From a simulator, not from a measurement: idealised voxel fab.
Module name: voxel wiring stack (process module)
FYI the section here is cut, 280 nm wide, cells are 5 nm squares.
Throughout this document, each cross-section is represented as a grid of square cells and is presented as a sequence of bands enumerated from the top downward, where a band comprises one or more rows of cells.
This entry defines a band. It first specifies the height of the band's top and the height of its bottom in nm, and then specifies the band's materials from left to right, stating each material with its width in nm. The word "all across" identifies a single material that fills the band from edge to edge, while the word "empty" identifies empty space.
Heights are expressed relative to 0, this being the level below which the as-received wafer comprises one material exclusively. The lowest band is unbounded in the downward direction and is denoted as in "from 0 down".
The two numbers in a width such as "30..40" mark its ends across the band: the first belongs to the top row of cells, the second to the bottom row, and from each row to the next the width moves by the same amount.
For the purposes of this document, the phrase "no modifications" attached to a step denotes that no cell within the cross-section was modified by that step.
The label "Completely sealed voids" introduces a list of the empty spaces, 8 cells or larger, that have no open way up to the top; each entry in it reads width x height at distance, where the distance is taken from the left edge and all three are stated in nm.
What comes after the settings on a step's line is commentary from the simulator itself on that step.
"overlay nm" answers the question of how far to the right of plan the mask lay on a step that has a mask, and when it is negative the answer is to the left.
Listed below are the process steps as planned:
- 1: RECEIVE, material Si
- 2: CONFORMAL_DEP, material SiO2, thk nm 10
- 3: CONFORMAL_DEP, material SiN, thk nm 5
- 4: DIRECTIONAL_DEP, material SiO2, thk nm 20
- 5: MASKED_ETCH, tone open, mask id METAL_1, width nm 20, pitch nm 40, etch materials SiO2, depth nm 20, overlay nm 0
- 6: MASKED_ETCH, tone open, mask id METAL_1, width nm 20, pitch nm 40, etch materials SiN, depth nm 5, overlay nm 0
- 7: CONFORMAL_DEP, material TiN, thk nm 5
- 8: FILL_DEP, material Ru, thk nm 10
- 9: CMP, height nm 35
- 10: CONFORMAL_DEP, material SiCN, thk nm 5
- 11: DIRECTIONAL_DEP, material SiO2, thk nm 15
- 12: MASKED_ETCH, tone open, mask id PLUG_1, width nm 15, pitch nm 80, etch materials SiO2, depth nm 15, overlay nm 0
- 13: MASKED_ETCH, tone open, mask id PLUG_1, width nm 15, pitch nm 80, etch materials SiCN, depth nm 5, overlay nm 0
- 14: CONFORMAL_DEP, material TiN, thk nm 5
- 15: FILL_DEP, material W, thk nm 5
- 16: CMP, height nm 55
- 17: CONFORMAL_DEP, material SiN, thk nm 5
- 18: DIRECTIONAL_DEP, material lowk, thk nm 20
- 19: MASKED_ETCH, tone open, mask id METAL_2, width nm 20, pitch nm 40, etch materials lowk, depth nm 20, overlay nm 0
- 20: MASKED_ETCH, tone open, mask id METAL_2, width nm 20, pitch nm 40, etch materials SiN, depth nm 5, overlay nm 0
- 21: CONFORMAL_DEP, material TiN, thk nm 5
- 22: FILL_DEP, material Cu, thk nm 5
- 23: CMP, height nm 80
- 24: CONFORMAL_DEP, material SiCN, thk nm 5
- 25: DIRECTIONAL_DEP, material lowk, thk nm 35
- 26: MASKED_ETCH, tone open, mask id METAL_3, width nm 20, pitch nm 40, etch materials lowk, depth nm 20, overlay nm 0
- 27: DIRECTIONAL_DEP, material aC, thk nm 10
- 28: PATTERN, tone open, mask id METAL_3_HOLES, material resist, width nm 15, pitch nm 80, thk nm 25, overlay nm 0
- 29: DIRECTIONAL_ETCH, etch materials aC, depth nm 10
- 30: STRIP, etch materials resist
- 31: DIRECTIONAL_ETCH, etch materials lowk, depth nm 15
- 32: DIRECTIONAL_ETCH, etch materials SiCN, depth nm 5
- 33: STRIP, etch materials aC
- 34: CONFORMAL_DEP, material TiN, thk nm 5
- 35: FILL_DEP, material Cu, thk nm 10
- 36: CMP, height nm 120
- 37: CONFORMAL_DEP, material SiN, thk nm 5
first wafer, as planned:
Wafer at receipt (post step 1), cross-section:
    from 0 down  Si all across
    Completely sealed voids: none
How the wafer stands in section after step 2:
    from 10 to 0  SiO2 all across
    Under 0: no change, same as before.
How the wafer stands in section after step 3:
    from 15 to 10  SiN all across
    Under 10: no change, same as before.
How the wafer stands in section after step 4:
    from 35 to 15  SiO2 all across
    Under 15: no change, same as before.
How the wafer stands in section after step 5:
    from 35 to 15  SiO2 (90), empty (20), SiO2 (20), empty (20), SiO2 (20), empty (20), SiO2 (90)
    Under 15: no change, same as before.
How the wafer stands in section after step 6:
    from 35 to 15  SiO2 (90), empty (20), SiO2 (20), empty (20), SiO2 (20), empty (20), SiO2 (90)
    from 15 to 10  SiN (90), empty (20), SiN (20), empty (20), SiN (20), empty (20), SiN (90)
    Under 10: no change, same as before.
How the wafer stands in section after step 7:
    from 40 to 35  TiN (95), empty (10), TiN (30), empty (10), TiN (30), empty (10), TiN (95)
    from 35 to 15  SiO2 (90), TiN (5), empty (10), TiN (5), SiO2 (20), TiN (5), empty (10), TiN (5), SiO2 (20), TiN (5), empty (10), TiN (5), SiO2 (90)
    from 15 to 10  SiN (90), TiN (20), SiN (20), TiN (20), SiN (20), TiN (20), SiN (90)
    Under 10: no change, same as before.
How the wafer stands in section after step 8:
    from 50 to 40  Ru all across
    from 40 to 35  TiN (95), Ru (10), TiN (30), Ru (10), TiN (30), Ru (10), TiN (95)
    from 35 to 15  SiO2 (90), TiN (5), Ru (10), TiN (5), SiO2 (20), TiN (5), Ru (10), TiN (5), SiO2 (20), TiN (5), Ru (10), TiN (5), SiO2 (90)
    Under 15: no change, same as before.
How the wafer stands in section after step 9:
    from 35 to 15  SiO2 (90), TiN (5), Ru (10), TiN (5), SiO2 (20), TiN (5), Ru (10), TiN (5), SiO2 (20), TiN (5), Ru (10), TiN (5), SiO2 (90)
    Under 15: no change, same as before.
How the wafer stands in section after step 10:
    from 40 to 35  SiCN all across
    Under 35: no change, same as before.
How the wafer stands in section after step 11:
    from 55 to 40  SiO2 all across
    Under 40: no change, same as before.
How the wafer stands in section after step 12:
    from 55 to 40  SiO2 (90), empty (15), SiO2 (65), empty (15), SiO2 (95)
    Under 40: no change, same as before.
How the wafer stands in section after step 13:
    from 55 to 40  SiO2 (90), empty (15), SiO2 (65), empty (15), SiO2 (95)
    from 40 to 35  SiCN (90), empty (15), SiCN (65), empty (15), SiCN (95)
    Under 35: no change, same as before.
How the wafer stands in section after step 14:
    from 60 to 55  TiN (95), empty (5), TiN (75), empty (5), TiN (100)
    from 55 to 40  SiO2 (90), TiN (5), empty (5), TiN (5), SiO2 (65), TiN (5), empty (5), TiN (5), SiO2 (95)
    from 40 to 35  SiCN (90), TiN (15), SiCN (65), TiN (15), SiCN (95)
    Under 35: no change, same as before.
How the wafer stands in section after step 15:
    from 65 to 60  W all across
    from 60 to 55  TiN (95), W (5), TiN (75), W (5), TiN (100)
    from 55 to 40  SiO2 (90), TiN (5), W (5), TiN (5), SiO2 (65), TiN (5), W (5), TiN (5), SiO2 (95)
    Under 40: no change, same as before.
How the wafer stands in section after step 16:
    from 55 to 40  SiO2 (90), TiN (5), W (5), TiN (5), SiO2 (65), TiN (5), W (5), TiN (5), SiO2 (95)
    Under 40: no change, same as before.
How the wafer stands in section after step 17:
    from 60 to 55  SiN all across
    Under 55: no change, same as before.
How the wafer stands in section after step 18:
    from 80 to 60  lowk all across
    Under 60: no change, same as before.
How the wafer stands in section after step 19:
    from 80 to 60  lowk (90), empty (20), lowk (20), empty (20), lowk (20), empty (20), lowk (90)
    Under 60: no change, same as before.
How the wafer stands in section after step 20:
    from 80 to 60  lowk (90), empty (20), lowk (20), empty (20), lowk (20), empty (20), lowk (90)
    from 60 to 55  SiN (90), empty (20), SiN (20), empty (20), SiN (20), empty (20), SiN (90)
    Under 55: no change, same as before.
How the wafer stands in section after step 21:
    from 85 to 80  TiN (95), empty (10), TiN (30), empty (10), TiN (30), empty (10), TiN (95)
    from 80 to 60  lowk (90), TiN (5), empty (10), TiN (5), lowk (20), TiN (5), empty (10), TiN (5), lowk (20), TiN (5), empty (10), TiN (5), lowk (90)
    from 60 to 55  SiN (90), TiN (20), SiN (20), TiN (20), SiN (20), TiN (20), SiN (90)
    Under 55: no change, same as before.
How the wafer stands in section after step 22:
    from 90 to 85  Cu all across
    from 85 to 80  TiN (95), Cu (10), TiN (30), Cu (10), TiN (30), Cu (10), TiN (95)
    from 80 to 60  lowk (90), TiN (5), Cu (10), TiN (5), lowk (20), TiN (5), Cu (10), TiN (5), lowk (20), TiN (5), Cu (10), TiN (5), lowk (90)
    Under 60: no change, same as before.
How the wafer stands in section after step 23:
    from 80 to 60  lowk (90), TiN (5), Cu (10), TiN (5), lowk (20), TiN (5), Cu (10), TiN (5), lowk (20), TiN (5), Cu (10), TiN (5), lowk (90)
    Under 60: no change, same as before.
How the wafer stands in section after step 24:
    from 85 to 80  SiCN all across
    Under 80: no change, same as before.
How the wafer stands in section after step 25:
    from 120 to 85  lowk all across
    Under 85: no change, same as before.
How the wafer stands in section after step 26:
    from 120 to 100  lowk (90), empty (20), lowk (20), empty (20), lowk (20), empty (20), lowk (90)
    Under 100: no change, same as before.
How the wafer stands in section after step 27:
    from 130 to 120  aC (90), empty (20), aC (20), empty (20), aC (20), empty (20), aC (90)
    from 120 to 110  lowk (90), empty (20), lowk (20), empty (20), lowk (20), empty (20), lowk (90)
    from 110 to 100  lowk (90), aC (20), lowk (20), aC (20), lowk (20), aC (20), lowk (90)
    Under 100: no change, same as before.
How the wafer stands in section after step 28:
    from 155 to 130  resist (90), empty (15), resist (65), empty (15), resist (95)
    from 130 to 120  aC (90), empty (15), resist (5), aC (20), resist (20), aC (20), empty (15), resist (5), aC (90)
    from 120 to 110  lowk (90), empty (15), resist (5), lowk (20), resist (20), lowk (20), empty (15), resist (5), lowk (90)
    Under 110: no change, same as before.
How the wafer stands in section after step 29:
    from 145 to 130  resist (90), empty (15), resist (65), empty (15), resist (95)
    from 130 to 120  aC (90), empty (15), resist (5), aC (20), resist (20), aC (20), empty (15), resist (5), aC (90)
    from 120 to 110  lowk (90), empty (15), resist (5), lowk (20), resist (20), lowk (20), empty (15), resist (5), lowk (90)
    from 110 to 100  lowk (90), empty (15), aC (5), lowk (20), aC (20), lowk (20), empty (15), aC (5), lowk (90)
    Under 100: no change, same as before.
How the wafer stands in section after step 30:
    from 130 to 120  aC (90), empty (20), aC (20), empty (20), aC (20), empty (20), aC (90)
    from 120 to 110  lowk (90), empty (20), lowk (20), empty (20), lowk (20), empty (20), lowk (90)
    Under 110: no change, same as before.
How the wafer stands in section after step 31:
    from 130 to 120  aC (90), empty (20), aC (20), empty (20), aC (20), empty (20), aC (90)
    from 120 to 110  lowk (90), empty (20), lowk (20), empty (20), lowk (20), empty (20), lowk (90)
    from 110 to 100  lowk (90), empty (15), aC (5), lowk (20), aC (20), lowk (20), empty (15), aC (5), lowk (90)
    from 100 to 85  lowk (90), empty (15), lowk (65), empty (15), lowk (95)
    Under 85: no change, same as before.
How the wafer stands in section after step 32:
    from 130 to 120  aC (90), empty (20), aC (20), empty (20), aC (20), empty (20), aC (90)
    from 120 to 110  lowk (90), empty (20), lowk (20), empty (20), lowk (20), empty (20), lowk (90)
    from 110 to 100  lowk (90), empty (15), aC (5), lowk (20), aC (20), lowk (20), empty (15), aC (5), lowk (90)
    from 100 to 85  lowk (90), empty (15), lowk (65), empty (15), lowk (95)
    from 85 to 80  SiCN (90), empty (15), SiCN (65), empty (15), SiCN (95)
    Under 80: no change, same as before.
How the wafer stands in section after step 33:
    from 120 to 100  lowk (90), empty (20), lowk (20), empty (20), lowk (20), empty (20), lowk (90)
    Under 100: no change, same as before.
How the wafer stands in section after step 34:
    from 125 to 120  TiN (95), empty (10), TiN (30), empty (10), TiN (30), empty (10), TiN (95)
    from 120 to 105  lowk (90), TiN (5), empty (10), TiN (5), lowk (20), TiN (5), empty (10), TiN (5), lowk (20), TiN (5), empty (10), TiN (5), lowk (90)
    from 105 to 100  lowk (90), TiN (5), empty (5), TiN (10), lowk (20), TiN (20), lowk (20), TiN (5), empty (5), TiN (10), lowk (90)
    from 100 to 85  lowk (90), TiN (5), empty (5), TiN (5), lowk (65), TiN (5), empty (5), TiN (5), lowk (95)
    from 85 to 80  SiCN (90), TiN (15), SiCN (65), TiN (15), SiCN (95)
    Under 80: no change, same as before.
How the wafer stands in section after step 35:
    from 135 to 125  Cu all across
    from 125 to 120  TiN (95), Cu (10), TiN (30), Cu (10), TiN (30), Cu (10), TiN (95)
    from 120 to 105  lowk (90), TiN (5), Cu (10), TiN (5), lowk (20), TiN (5), Cu (10), TiN (5), lowk (20), TiN (5), Cu (10), TiN (5), lowk (90)
    from 105 to 100  lowk (90), TiN (5), Cu (5), TiN (10), lowk (20), TiN (20), lowk (20), TiN (5), Cu (5), TiN (10), lowk (90)
    from 100 to 85  lowk (90), TiN (5), Cu (5), TiN (5), lowk (65), TiN (5), Cu (5), TiN (5), lowk (95)
    Under 85: no change, same as before.
How the wafer stands in section after step 36:
    from 120 to 105  lowk (90), TiN (5), Cu (10), TiN (5), lowk (20), TiN (5), Cu (10), TiN (5), lowk (20), TiN (5), Cu (10), TiN (5), lowk (90)
    Under 105: no change, same as before.
How the wafer stands in section after step 37:
    from 125 to 120  SiN all across
    Under 120: no change, same as before.
Companion wafer, the second of two: same beginning, same intended sequence, one mistake in carrying it out; through step 9 inclusive it tracks the first exactly:
when step 10 should have ended:
    from 50 to 35  SiO2 all across
    Under 35: no change, same as before.
when step 11 should have ended:
    from 55 to 50  SiCN all across
    Under 50: no change, same as before.
when step 12 should have ended: no modifications
when step 13 should have ended:
    from 55 to 50  SiCN (90), empty (15), SiCN (65), empty (15), SiCN (95)
    Under 50: no change, same as before.
when step 14 should have ended:
    from 60 to 55  TiN (95), empty (5), TiN (75), empty (5), TiN (100)
    from 55 to 50  SiCN (90), TiN (15), SiCN (65), TiN (15), SiCN (95)
    Under 50: no change, same as before.
when step 15 should have ended:
    from 65 to 60  W all across
    from 60 to 55  TiN (95), W (5), TiN (75), W (5), TiN (100)
    Under 55: no change, same as before.
when step 16 should have ended:
    from 55 to 50  SiCN (90), TiN (15), SiCN (65), TiN (15), SiCN (95)
    Under 50: no change, same as before.
when step 17 should have ended:
    from 60 to 55  SiN all across
    Under 55: no change, same as before.
when step 18 should have ended:
    from 80 to 60  lowk all across
    Under 60: no change, same as before.
when step 19 should have ended:
    from 80 to 60  lowk (90), empty (20), lowk (20), empty (20), lowk (20), empty (20), lowk (90)
    Under 60: no change, same as before.
when step 20 should have ended:
    from 80 to 60  lowk (90), empty (20), lowk (20), empty (20), lowk (20), empty (20), lowk (90)
    from 60 to 55  SiN (90), empty (20), SiN (20), empty (20), SiN (20), empty (20), SiN (90)
    Under 55: no change, same as before.
when step 21 should have ended:
    from 85 to 80  TiN (95), empty (10), TiN (30), empty (10), TiN (30), empty (10), TiN (95)
    from 80 to 60  lowk (90), TiN (5), empty (10), TiN (5), lowk (20), TiN (5), empty (10), TiN (5), lowk (20), TiN (5), empty (10), TiN (5), lowk (90)
    from 60 to 55  SiN (90), TiN (20), SiN (20), TiN (20), SiN (20), TiN (20), SiN (90)
    Under 55: no change, same as before.
when step 22 should have ended:
    from 90 to 85  Cu all across
    from 85 to 80  TiN (95), Cu (10), TiN (30), Cu (10), TiN (30), Cu (10), TiN (95)
    from 80 to 60  lowk (90), TiN (5), Cu (10), TiN (5), lowk (20), TiN (5), Cu (10), TiN (5), lowk (20), TiN (5), Cu (10), TiN (5), lowk (90)
    Under 60: no change, same as before.
when step 23 should have ended:
    from 80 to 60  lowk (90), TiN (5), Cu (10), TiN (5), lowk (20), TiN (5), Cu (10), TiN (5), lowk (20), TiN (5), Cu (10), TiN (5), lowk (90)
    Under 60: no change, same as before.
when step 24 should have ended:
    from 85 to 80  SiCN all across
    Under 80: no change, same as before.
when step 25 should have ended:
    from 120 to 85  lowk all across
    Under 85: no change, same as before.
when step 26 should have ended:
    from 120 to 100  lowk (90), empty (20), lowk (20), empty (20), lowk (20), empty (20), lowk (90)
    Under 100: no change, same as before.
when step 27 should have ended:
    from 130 to 120  aC (90), empty (20), aC (20), empty (20), aC (20), empty (20), aC (90)
    from 120 to 110  lowk (90), empty (20), lowk (20), empty (20), lowk (20), empty (20), lowk (90)
    from 110 to 100  lowk (90), aC (20), lowk (20), aC (20), lowk (20), aC (20), lowk (90)
    Under 100: no change, same as before.
when step 28 should have ended:
    from 155 to 130  resist (90), empty (15), resist (65), empty (15), resist (95)
    from 130 to 120  aC (90), empty (15), resist (5), aC (20), resist (20), aC (20), empty (15), resist (5), aC (90)
    from 120 to 110  lowk (90), empty (15), resist (5), lowk (20), resist (20), lowk (20), empty (15), resist (5), lowk (90)
    Under 110: no change, same as before.
when step 29 should have ended:
    from 145 to 130  resist (90), empty (15), resist (65), empty (15), resist (95)
    from 130 to 120  aC (90), empty (15), resist (5), aC (20), resist (20), aC (20), empty (15), resist (5), aC (90)
    from 120 to 110  lowk (90), empty (15), resist (5), lowk (20), resist (20), lowk (20), empty (15), resist (5), lowk (90)
    from 110 to 100  lowk (90), empty (15), aC (5), lowk (20), aC (20), lowk (20), empty (15), aC (5), lowk (90)
    Under 100: no change, same as before.
when step 30 should have ended:
    from 130 to 120  aC (90), empty (20), aC (20), empty (20), aC (20), empty (20), aC (90)
    from 120 to 110  lowk (90), empty (20), lowk (20), empty (20), lowk (20), empty (20), lowk (90)
    Under 110: no change, same as before.
when step 31 should have ended:
    from 130 to 120  aC (90), empty (20), aC (20), empty (20), aC (20), empty (20), aC (90)
    from 120 to 110  lowk (90), empty (20), lowk (20), empty (20), lowk (20), empty (20), lowk (90)
    from 110 to 100  lowk (90), empty (15), aC (5), lowk (20), aC (20), lowk (20), empty (15), aC (5), lowk (90)
    from 100 to 85  lowk (90), empty (15), lowk (65), empty (15), lowk (95)
    Under 85: no change, same as before.
when step 32 should have ended:
    from 130 to 120  aC (90), empty (20), aC (20), empty (20), aC (20), empty (20), aC (90)
    from 120 to 110  lowk (90), empty (20), lowk (20), empty (20), lowk (20), empty (20), lowk (90)
    from 110 to 100  lowk (90), empty (15), aC (5), lowk (20), aC (20), lowk (20), empty (15), aC (5), lowk (90)
    from 100 to 85  lowk (90), empty (15), lowk (65), empty (15), lowk (95)
    from 85 to 80  SiCN (90), empty (15), SiCN (65), empty (15), SiCN (95)
    Under 80: no change, same as before.
when step 33 should have ended:
    from 120 to 100  lowk (90), empty (20), lowk (20), empty (20), lowk (20), empty (20), lowk (90)
    Under 100: no change, same as before.
when step 34 should have ended:
    from 125 to 120  TiN (95), empty (10), TiN (30), empty (10), TiN (30), empty (10), TiN (95)
    from 120 to 105  lowk (90), TiN (5), empty (10), TiN (5), lowk (20), TiN (5), empty (10), TiN (5), lowk (20), TiN (5), empty (10), TiN (5), lowk (90)
    from 105 to 100  lowk (90), TiN (5), empty (5), TiN (10), lowk (20), TiN (20), lowk (20), TiN (5), empty (5), TiN (10), lowk (90)
    from 100 to 85  lowk (90), TiN (5), empty (5), TiN (5), lowk (65), TiN (5), empty (5), TiN (5), lowk (95)
    from 85 to 80  SiCN (90), TiN (15), SiCN (65), TiN (15), SiCN (95)
    Under 80: no change, same as before.
when step 35 should have ended:
    from 135 to 125  Cu all across
    from 125 to 120  TiN (95), Cu (10), TiN (30), Cu (10), TiN (30), Cu (10), TiN (95)
    from 120 to 105  lowk (90), TiN (5), Cu (10), TiN (5), lowk (20), TiN (5), Cu (10), TiN (5), lowk (20), TiN (5), Cu (10), TiN (5), lowk (90)
    from 105 to 100  lowk (90), TiN (5), Cu (5), TiN (10), lowk (20), TiN (20), lowk (20), TiN (5), Cu (5), TiN (10), lowk (90)
    from 100 to 85  lowk (90), TiN (5), Cu (5), TiN (5), lowk (65), TiN (5), Cu (5), TiN (5), lowk (95)
    Under 85: no change, same as before.
when step 36 should have ended:
    from 120 to 105  lowk (90), TiN (5), Cu (10), TiN (5), lowk (20), TiN (5), Cu (10), TiN (5), lowk (20), TiN (5), Cu (10), TiN (5), lowk (90)
    Under 105: no change, same as before.
when step 37 should have ended:
    from 125 to 120  SiN all across
    Under 120: no change, same as before.
Finding, execution versus plan: the intended sequence of steps 10 and 11 was reversed during processing, with each occupying the position of the other
Per the end-of-run cell counts, the second wafer holds more or fewer of some materials than the first: SiO2 +18, TiN -12, W -6
